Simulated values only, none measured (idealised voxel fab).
process module | voxel tone inversion
cross-section cut | 230 nm wide | cells 5 nm
A cross-section is a grid of square cells, given in bands from the top down. A band is one or more rows of cells.
Each band's line starts with the height of the band's top and of its bottom, in nm. Then come its materials from left to right, each with its width in nm. One material with "throughout" fills the band from edge to edge. "air" is empty space.
Height 0 is the level under which the wafer as received is all one material. The lowest band goes on downwards, as in "0 down".
A width such as "30 to 40" changes by the same amount from each row of cells to the next, from the band's top row to its bottom row.
"no change" after a step means that no cell of the cross-section changed.
closed voids: empty space of 8 cells or more with no open way to the top, each as width x height at its distance from the left edge, in nm
after a step's settings: what the simulator itself notes on the step
overlay nm, on a step with a mask: how far to the right of its planned place the mask lay; to the left if negative
plan
1 op RECEIVE | material Si
2 op CONFORMAL_DEP | material SiCN | thk nm 10
3 op DIRECTIONAL_DEP | material polySi | thk nm 20
4 op PATTERN | tone cover | mask id POSTS | material resist | width nm 20 | pitch nm 40 | thk nm 30 | overlay nm 0
5 op DIRECTIONAL_ETCH | etch materials polySi | depth nm 20
6 op STRIP | etch materials resist
7 op FILL_DEP | material SiO2 | thk nm 5
8 op CMP | height nm 30
9 op STRIP | etch materials polySi
10 op CONFORMAL_DEP | material TiN | thk nm 5
11 op FILL_DEP | material W | thk nm 5
12 op CMP | height nm 30
13 op CONFORMAL_DEP | material SiCN | thk nm 5
as received, after step 1
  0 down: Si throughout
  closed voids: none
first wafer at the end, as planned
  35 to 30: SiCN throughout
  30 to 15: SiO2 85 | TiN 5 | W 10 | TiN 5 | SiO2 20 | TiN 5 | W 10 | TiN 5 | SiO2 85
  15 to 10: SiO2 85 | TiN 20 | SiO2 20 | TiN 20 | SiO2 85
  10 to 0: SiCN throughout
  0 down: Si throughout
  closed voids: none
second wafer at the end: like start, like plan, one mistake
  35 to 30: SiCN throughout
  30 to 25: SiO2 throughout
  25 to 10: SiO2 85 | polySi 20 | SiO2 20 | polySi 20 | SiO2 85
  10 to 0: SiCN throughout
  0 down: Si throughout
  closed voids: none
what went wrong: step 3 ran as: op DIRECTIONAL_DEP | material polySi | thk nm 15
at the end the second wafer has, in cells: 8 more of SiO2 | 20 fewer of TiN | 12 fewer of W | 24 more of polySi
